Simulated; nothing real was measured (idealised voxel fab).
process module | voxel gate over fins
The figure presents cross-section cut, which has a width of 275 nm and is divided into square cells with an edge length of 5 nm.
In what follows, cross-sections appear as grids of square cells, described through bands that run from the top down, where every band is one or more rows of cells. Within each band entry, the heights of the top and of the bottom of the band appear first, in that order and in nm; the materials of the band then follow from left to right, each with its corresponding width in nm. The designation "edge to edge" on a single material indicates that it fills the band from edge to edge; the designation "air" indicates empty space. Height datum 0, below which the as-received substrate wafer is one material. Lowest band open at the bottom, running downward: "0 -> down". The expression "30 to 40" gives the width at the extremes of the band, the first number at its top row of cells and the second at its bottom row, with the width changing by equal amounts from each row to the next in between. What does "nothing changed" mean for a step? It means no cell of the cross-section changed in that step. Listed in "Sealed cavities": every empty space of 8 or more cells without an open way to the top. Form: width x height at distance, the distance being from the left edge, all in nm. Whatever follows a step's settings on its line is a remark the simulator itself makes about that step. The line of a step may include "overlay nm". On a step with a mask, this value is how far to the right of its planned place the mask lay. A negative value means the mask lay to the left.
## The following list gives the planned process steps
1) RECEIVE with material Si
2) CONFORMAL_DEP with material SiN, thk nm 10
3) DIRECTIONAL_DEP with material aC, thk nm 10
4) PATTERN with tone cover, mask id FINS, material resist, width nm 15, pitch nm 55, thk nm 25, overlay nm 0
5) DIRECTIONAL_ETCH with etch materials aC, depth nm 10
6) STRIP with etch materials resist
7) DIRECTIONAL_ETCH with etch materials SiN, depth nm 10
8) DIRECTIONAL_ETCH with etch materials Si, depth nm 40
9) STRIP with etch materials aC
10) OXIDIZE with depth nm 5
11) FILL_DEP with material SiO2, thk nm 5
12) CMP with height nm 10
13) PATTERN with tone open, mask id RAIL, material resist, width nm 15, thk nm 15, overlay nm 0
14) DIRECTIONAL_ETCH with etch materials SiO2, depth nm 45
15) STRIP with etch materials resist
16) CONFORMAL_DEP with material TiN, thk nm 5
17) FILL_DEP with material W, thk nm 10
18) CMP with height nm 10
19) SELECTIVE_ETCH with etch materials W Ru TiN, depth nm 30
20) FILL_DEP with material SiO2, thk nm 5
21) CMP with height nm 10
22) SELECTIVE_ETCH with etch materials SiO2, depth nm 25
23) STRIP with etch materials SiN
24) CONFORMAL_DEP with material HfO2, thk nm 5
25) CONFORMAL_DEP with material TiN, thk nm 5
26) CONFORMAL_DEP with material TiAl, thk nm 5
27) CONFORMAL_DEP with material TiN, thk nm 5
28) FILL_DEP with material W, thk nm 10
29) CMP with height nm 25
30) CONFORMAL_DEP with material SiN, thk nm 5
The plan shows the thk nm of step 30 as the first wafer had it; this setting differs between the wafers, which start out alike.
## Sectional view: first of several wafers, as received, after step 1
	0 -> down: Si edge to edge
	Sealed cavities: none
## Every row in this table is a wafer at the end of the module, and it gives, for each of the materials, the cells that wafer has gained (+) or lost (-) since it was received, then its closed voids
thk nm 5 | +73 HfO2 | -468 Si | +55 SiN | +303 SiO2 | +73 TiAl | +153 TiN | +141 W | Sealed cavities: none
thk nm 10 | +73 HfO2 | -468 Si | +110 SiN | +303 SiO2 | +73 TiAl | +153 TiN | +141 W | Sealed cavities: none
thk nm 15 | +73 HfO2 | -468 Si | +165 SiN | +303 SiO2 | +73 TiAl | +153 TiN | +141 W | Sealed cavities: none
thk nm 20 | +73 HfO2 | -468 Si | +220 SiN | +303 SiO2 | +73 TiAl | +153 TiN | +141 W | Sealed cavities: none
